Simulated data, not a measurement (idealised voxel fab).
The name of this process module is voxel local oxidation.
Cross-section cut spans 145 nm and uses square cells 5 nm in size.
A cross-section in this document is a grid of square cells, and it is written down as bands, the top band listed before the ones below it; a band is made up of one or more rows of cells.
Per band: top height and bottom height in nm, followed by the left-to-right materials and their widths in nm; "full width" marks a single material spanning edge to edge, "empty" marks empty space.
Height reference: 0 = level under which incoming wafer is all one material. Lowest band: no bottom, runs on downward, e.g. "0 -> down".
A two-number width, for instance "30->40", indicates that the width is equal to the first number in the top row of the band and to the second number in the bottom row, and that it changes by a constant amount per row of cells.
"nothing was modified" for a step: no cell of the cross-section changed in that step.
What "Entrapped voids" gives you is every empty space of 8 cells or more that is cut off from the top. Each appears as width x height at distance, with the distance taken from the left edge and width, height and distance all in nm.
If you see something after the settings on a step's line, that's the simulator's own remark about that step.
overlay nm, on a step with a mask: how far to the right of its planned place the mask lay; to the left if negative
[This section lists the process steps that were planned]
1,RECEIVE,material Si
2,CONFORMAL_DEP,material SiO2,thk nm 5
3,CONFORMAL_DEP,material SiN,thk nm 10
4,PATTERN,tone cover,mask id ACTIVE,material resist,width nm 90,thk nm 20,overlay nm 0
5,DIRECTIONAL_ETCH,etch materials SiN,depth nm 10
6,STRIP,etch materials resist
7,SELECTIVE_ETCH,etch materials SiO2,depth nm 5
8,OXIDIZE,depth nm 15
9,STRIP,etch materials SiN
Keep in mind the plan's value for the width nm of step 4 comes from the first wafer; the wafers don't share that setting, but they do share the same starting point.
[Step 1 complete: as-received cross-section of the first of several wafers]
- 0 -> down = Si full width
- Entrapped voids: none
[Below: a row per wafer. Contents at end of module: for every material, cells gained since receipt (+) or lost since receipt (-); then closed voids]
width nm 90 | -57 Si | +73 SiO2 | Entrapped voids: none
width nm 95 | -54 Si | +71 SiO2 | Entrapped voids: none
width nm 100 | -51 Si | +69 SiO2 | Entrapped voids: none
width nm 105 | -48 Si | +67 SiO2 | Entrapped voids: none
width nm 110 | -45 Si | +65 SiO2 | Entrapped voids: none
width nm 115 | -42 Si | +63 SiO2 | Entrapped voids: none
